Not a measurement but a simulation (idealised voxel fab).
Presented below is a process module, voxel self aligned vias.
The cross-section shown here is cut; it is 190 nm wide and divided into square cells measuring 5 nm on a side.
If you're reading a cross-section in this doc, picture square cells in a grid; it comes to you as bands, top ones listed first down to the bottom, and a band can be one or more rows of cells. Top height, bottom height, nm. Materials left to right, width each, nm. Single material + "full width" = fills band edge to edge. "blank" = empty. Beneath 0, the wafer as received is one material, and that level is where height counting begins. The lowest band goes on downward without a bottom; it is written like "z 0 and below". It should be noted that a width expressed as "30 to 40" varies in equal increments from row to row of cells within the band, taking the value of the first number at the top row and that of the second number at the bottom row. The cross-section has no changed cell in any step marked "no alterations made". Under "Closed cavities" you'll find the enclosed gaps, the ones with no way out to the top, that are 8 cells or bigger; each reads width x height at distance, with distance counted from the left edge, everything in nm. Post-settings text on a step line: simulator's own remark regarding the step. When a step includes a mask, the "overlay nm" setting on its line states how far to the right of its planned place that mask lay, and negative values state how far to the left.

# Intended process steps
- 1: RECEIVE, material Si
- 2: CONFORMAL_DEP, material SiO2, thk nm 15
- 3: CONFORMAL_DEP, material SiCN, thk nm 5
- 4: DIRECTIONAL_DEP, material lowk, thk nm 20
- 5: MASKED_ETCH, tone open, mask id LINES, width nm 25, pitch nm 70, etch materials lowk, depth nm 20, overlay nm 0
- 6: CONFORMAL_DEP, material TiN, thk nm 5
- 7: FILL_DEP, material W, thk nm 5
- 8: CMP, height nm 40
- 9: SELECTIVE_ETCH, etch materials W Ru TiN, depth nm 5
- 10: FILL_DEP, material SiN, thk nm 10
- 11: CMP, height nm 40
- 12: DIRECTIONAL_DEP, material lowk, thk nm 15
- 13: DIRECTIONAL_DEP, material aC, thk nm 10
- 14: PATTERN, tone open, mask id VIAS, material resist, width nm 45, thk nm 25, overlay nm 0
- 15: DIRECTIONAL_ETCH, etch materials aC, depth nm 10
- 16: STRIP, etch materials resist
- 17: DIRECTIONAL_ETCH, etch materials lowk, depth nm 15
- 18: DIRECTIONAL_ETCH, etch materials SiN, depth nm 5
- 19: STRIP, etch materials aC
- 20: CONFORMAL_DEP, material TiN, thk nm 5
- 21: FILL_DEP, material Cu, thk nm 10
- 22: CMP, height nm 55
- 23: CONFORMAL_DEP, material SiN, thk nm 5

# The cross-section here shows the wafer as received, i.e. in its state after step 1
    z 0 and below: Si full width
    Closed cavities: none

# Wafer cross-section at end of module: start and plan as shown above, one execution error
    z 60 to 55: SiN full width
    z 55 to 45: lowk: 35 | TiN: 5 | Cu: 35 | TiN: 5 | lowk: 110
    z 45 to 40: lowk: 35 | TiN: 20 | Cu: 5 | TiN: 20 | lowk: 110
    z 40 to 35: lowk: 45 | TiN: 25 | lowk: 45 | TiN: 5 | SiN: 15 | TiN: 5 | lowk: 50
    z 35 to 25: lowk: 45 | TiN: 5 | W: 15 | TiN: 5 | lowk: 45 | TiN: 5 | W: 15 | TiN: 5 | lowk: 50
    z 25 to 20: lowk: 45 | TiN: 25 | lowk: 45 | TiN: 25 | lowk: 50
    z 20 to 15: SiCN full width
    z 15 to 0: SiO2 full width
    z 0 and below: Si full width
    Closed cavities: none
Deviation noted in wafer processing: in deviation from the planned setting, step 9 was conducted as SELECTIVE_ETCH, etch materials W, depth nm 5
